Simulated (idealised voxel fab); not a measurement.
process module | voxel capacitor over wiring
cross-section cut | 270 nm wide | cells 5 nm
A cross-section is a grid of square cells, given in bands from the top down. A band is one or more rows of cells.
Each band's line starts with the height of the band's top and of its bottom, in nm. Then come its materials from left to right, each with its width in nm. One material with "throughout" fills the band from edge to edge. "air" is empty space.
Height 0 is the level under which the wafer as received is all one material. The lowest band goes on downwards, as in "0 down".
A width such as "30 to 40" changes by the same amount from each row of cells to the next, from the band's top row to its bottom row.
"no change" after a step means that no cell of the cross-section changed.
closed voids: empty space of 8 cells or more with no open way to the top, each as width x height at its distance from the left edge, in nm
after a step's settings: what the simulator itself notes on the step
overlay nm, on a step with a mask: how far to the right of its planned place the mask lay; to the left if negative
plan
1 op RECEIVE | material Si
2 op CONFORMAL_DEP | material SiO2 | thk nm 10
3 op CONFORMAL_DEP | material SiN | thk nm 5
4 op DIRECTIONAL_DEP | material SiO2 | thk nm 15
5 op PATTERN | tone open | mask id METAL_1 | material resist | width nm 20 | pitch nm 80 | thk nm 15 | overlay nm 0
6 op DIRECTIONAL_ETCH | etch materials SiO2 | depth nm 15
7 op DIRECTIONAL_ETCH | etch materials SiN | depth nm 5
8 op STRIP | etch materials resist
9 op CONFORMAL_DEP | material TiN | thk nm 5
10 op FILL_DEP | material Cu | thk nm 5
11 op CMP | height nm 30
12 op CONFORMAL_DEP | material SiCN | thk nm 5
13 op DIRECTIONAL_DEP | material SiO2 | thk nm 10
14 op DIRECTIONAL_DEP | material aC | thk nm 10
15 op PATTERN | tone open | mask id PLUG_1 | material resist | width nm 15 | thk nm 30 | overlay nm 0
16 op DIRECTIONAL_ETCH | etch materials aC | depth nm 10
17 op STRIP | etch materials resist
18 op DIRECTIONAL_ETCH | etch materials SiO2 | depth nm 10
19 op DIRECTIONAL_ETCH | etch materials SiCN | depth nm 5
20 op STRIP | etch materials aC
21 op EPI | material Ru | thk nm 10
22 op EPI | material Ru | thk nm 5
23 op DIRECTIONAL_DEP | material TiN | thk nm 5
24 op DIRECTIONAL_DEP | material SiN | thk nm 5
25 op DIRECTIONAL_DEP | material TiN | thk nm 10
26 op MASKED_ETCH | tone cover | mask id UPPER_PLATE | width nm 65 | etch materials TiN | depth nm 10 | overlay nm 0
27 op MASKED_ETCH | tone cover | mask id UPPER_PLATE | width nm 65 | etch materials SiN | depth nm 5 | overlay nm 0
28 op MASKED_ETCH | tone cover | mask id LOWER_PLATE | width nm 75 | etch materials TiN | depth nm 5 | overlay nm 0
29 op FILL_DEP | material SiO2 | thk nm 20
30 op CMP | height nm 80
31 op PATTERN | tone open | mask id PLUG_2 | material resist | width nm 15 | thk nm 20 | overlay nm 0
32 op DIRECTIONAL_ETCH | etch materials SiO2 | depth nm 15
33 op STRIP | etch materials resist
34 op CONFORMAL_DEP | material TiN | thk nm 5
35 op FILL_DEP | material W | thk nm 10
36 op CMP | height nm 80
37 op CONFORMAL_DEP | material SiCN | thk nm 5
as received, after step 1
  0 down: Si throughout
  closed voids: none
a wafer at the end: this start, this plan, one mistake
  85 to 80: SiCN throughout
  80 to 75: SiO2 100 | TiN 15 | SiO2 155
  75 to 65: SiO2 90 | TiN 65 | SiO2 115
  65 to 60: SiO2 90 | SiN 65 | SiO2 115
  60 to 55: SiO2 85 | TiN 75 | SiO2 110
  55 to 45: SiN throughout
  45 to 35: SiO2 throughout
  35 to 30: SiCN throughout
  30 to 15: SiO2 85 | TiN 5 | Cu 10 | TiN 5 | SiO2 60 | TiN 5 | Cu 10 | TiN 5 | SiO2 85
  15 to 10: SiN 85 | TiN 20 | SiN 60 | TiN 20 | SiN 85
  10 to 0: SiO2 throughout
  0 down: Si throughout
  closed voids: none
what went wrong: step 14 ran as: op DIRECTIONAL_DEP | material SiN | thk nm 10
